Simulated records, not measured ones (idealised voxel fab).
process module | voxel ribs on slabs
cross-section cut | 270 nm wide | cells 5 nm
A cross-section is a grid of square cells, given in bands from the top down. A band is one or more rows of cells.
Each band's line starts with the height of the band's top and of its bottom, in nm. Then come its materials from left to right, each with its width in nm. One material with "throughout" fills the band from edge to edge. "air" is empty space.
Height 0 is the level under which the wafer as received is all one material. The lowest band goes on downwards, as in "0 down".
A width such as "30 to 40" changes by the same amount from each row of cells to the next, from the band's top row to its bottom row.
"no change" after a step means that no cell of the cross-section changed.
closed voids: empty space of 8 cells or more with no open way to the top, each as width x height at its distance from the left edge, in nm
after a step's settings: what the simulator itself notes on the step
overlay nm, on a step with a mask: how far to the right of its planned place the mask lay; to the left if negative
plan
1 op RECEIVE | material Si
2 op DIRECTIONAL_DEP | material SiO2 | thk nm 25
3 op DIRECTIONAL_DEP | material SiN | thk nm 20
4 op PATTERN | tone cover | mask id RIB | material resist | width nm 30 | thk nm 15 | overlay nm 0
5 op DIRECTIONAL_ETCH | etch materials SiN | depth nm 15
6 op STRIP | etch materials resist
7 op MASKED_ETCH | tone cover | mask id SLAB | width nm 80 | etch materials SiN | depth nm 5 | overlay nm 0
8 op FILL_DEP | material SiO2 | thk nm 25
9 op CMP | height nm 65
10 op DIRECTIONAL_DEP | material TiN | thk nm 5
11 op DIRECTIONAL_DEP | material aC | thk nm 15
12 op PATTERN | tone cover | mask id HEATER | material resist | width nm 40 | thk nm 35 | overlay nm 0
13 op DIRECTIONAL_ETCH | etch materials aC | depth nm 15
14 op STRIP | etch materials resist
15 op DIRECTIONAL_ETCH | etch materials TiN | depth nm 5
16 op STRIP | etch materials aC
17 op CONFORMAL_DEP | material SiO2 | thk nm 10
as received, after step 1
  0 down: Si throughout
  closed voids: none
first wafer at the end, as planned
  80 to 75: air 105 | SiO2 60 | air 105
  75 to 70: SiO2 throughout
  70 to 65: SiO2 115 | TiN 40 | SiO2 115
  65 to 45: SiO2 throughout
  45 to 30: SiO2 120 | SiN 30 | SiO2 120
  30 to 25: SiO2 95 | SiN 80 | SiO2 95
  25 to 0: SiO2 throughout
  0 down: Si throughout
  closed voids: none
second wafer at the end: like start, like plan, one mistake
  80 to 75: air 105 | SiO2 60 | air 105
  75 to 70: SiO2 throughout
  70 to 65: SiO2 115 | TiN 40 | SiO2 115
  65 to 20: SiO2 throughout
  20 to 0: SiN throughout
  0 down: Si throughout
  closed voids: none
what went wrong: steps 2 and 3 were swapped
at the end the second wafer has, in cells: 182 more of SiN | 182 fewer of SiO2
